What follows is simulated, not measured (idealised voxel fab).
This section sets out a process module, namely voxel trench capacitor.
Cross-section cut: width 140 nm, square cells of 5 nm.
Square cells in a grid make up a cross-section in this document, and the grid is given as bands, listed from the top down, each one or more rows of cells. Heights first: top, then bottom, in nm. Then materials, left to right, each with a width in nm. "full width" on a single material: fills the band edge to edge. "blank": empty space. Height 0 is the level under which the wafer as received is all one material. The lowest band goes on downwards, as in "0 nm and below". The expression "30->40" gives the width at the extremes of the band, the first number at its top row of cells and the second at its bottom row, with the width changing by equal amounts from each row to the next in between. No cell of the cross-section changed in a step that is given as "remained unchanged". Empty spaces counting at least 8 cells and having no open way to the top are listed in "Enclosed voids". The notation width x height at distance is used for each, the distance being from the left edge and all three values in nm. What comes after the settings on a step's line is commentary from the simulator itself on that step. Each step line may optionally specify "overlay nm", which for a step with a mask gives the rightward distance between the mask's planned place and where it lay, a negative value indicating the leftward direction.
# Planned step list for the process
| 1 | RECEIVE, material Si |
| 2 | CONFORMAL_DEP, material SiN, thk nm 10 |
| 3 | PATTERN, tone open, mask id TRENCH, material resist, width nm 20, pitch nm 40, thk nm 15, overlay nm 0 |
| 4 | DIRECTIONAL_ETCH, etch materials SiN, depth nm 10 |
| 5 | DIRECTIONAL_ETCH, etch materials Si, depth nm 25 |
| 6 | STRIP, etch materials resist |
| 7 | CONFORMAL_DEP, material SiO2, thk nm 5 |
| 8 | FILL_DEP, material polySi, thk nm 10 |
| 9 | CMP, height nm 10 |
# First of two wafers: run as planned
# Cross-section of the wafer as it came to us, i.e., already through step 1
0 nm and below = Si full width
Enclosed voids: none
# The wafer, seen in cross-section, after step 2
10 nm to 0 nm = SiN full width
Lower than 0, everything is as it was.
# The wafer, seen in cross-section, after step 3
25 nm to 10 nm = 40 of resist / 20 of blank / 20 of resist / 20 of blank / 40 of resist
Lower than 10, everything is as it was.
# The wafer, seen in cross-section, after step 4
25 nm to 10 nm = 40 of resist / 20 of blank / 20 of resist / 20 of blank / 40 of resist
10 nm to 0 nm = 40 of SiN / 20 of blank / 20 of SiN / 20 of blank / 40 of SiN
Lower than 0, everything is as it was.
# The wafer, seen in cross-section, after step 5
25 nm to 10 nm = 40 of resist / 20 of blank / 20 of resist / 20 of blank / 40 of resist
10 nm to 0 nm = 40 of SiN / 20 of blank / 20 of SiN / 20 of blank / 40 of SiN
0 nm to -25 nm = 40 of Si / 20 of blank / 20 of Si / 20 of blank / 40 of Si
Lower than -25, everything is as it was.
# The wafer, seen in cross-section, after step 6
10 nm to 0 nm = 40 of SiN / 20 of blank / 20 of SiN / 20 of blank / 40 of SiN
Lower than 0, everything is as it was.
# The wafer, seen in cross-section, after step 7
15 nm to 10 nm = 45 of SiO2 / 10 of blank / 30 of SiO2 / 10 of blank / 45 of SiO2
10 nm to 0 nm = 40 of SiN / 5 of SiO2 / 10 of blank / 5 of SiO2 / 20 of SiN / 5 of SiO2 / 10 of blank / 5 of SiO2 / 40 of SiN
0 nm to -20 nm = 40 of Si / 5 of SiO2 / 10 of blank / 5 of SiO2 / 20 of Si / 5 of SiO2 / 10 of blank / 5 of SiO2 / 40 of Si
-20 nm to -25 nm = 40 of Si / 20 of SiO2 / 20 of Si / 20 of SiO2 / 40 of Si
Lower than -25, everything is as it was.
# The wafer, seen in cross-section, after step 8
25 nm to 15 nm = polySi full width
15 nm to 10 nm = 45 of SiO2 / 10 of polySi / 30 of SiO2 / 10 of polySi / 45 of SiO2
10 nm to 0 nm = 40 of SiN / 5 of SiO2 / 10 of polySi / 5 of SiO2 / 20 of SiN / 5 of SiO2 / 10 of polySi / 5 of SiO2 / 40 of SiN
0 nm to -20 nm = 40 of Si / 5 of SiO2 / 10 of polySi / 5 of SiO2 / 20 of Si / 5 of SiO2 / 10 of polySi / 5 of SiO2 / 40 of Si
Lower than -20, everything is as it was.
# The wafer, seen in cross-section, after step 9
10 nm to 0 nm = 40 of SiN / 5 of SiO2 / 10 of polySi / 5 of SiO2 / 20 of SiN / 5 of SiO2 / 10 of polySi / 5 of SiO2 / 40 of SiN
Lower than 0, everything is as it was.
# The remaining wafer, second of the two, started like the first and was run to the same plan, except that one mistake was made along the way; the two coincide through step 8, inclusive
Cross-sectional view of the second wafer at the intended end time of process step 9: remained unchanged
Want to know what went wrong? with respect to the plan, step 9 was omitted and not executed
The final cell counts differ between the wafers, with the second having more or fewer of some materials than the first: SiO2 +24, polySi +60
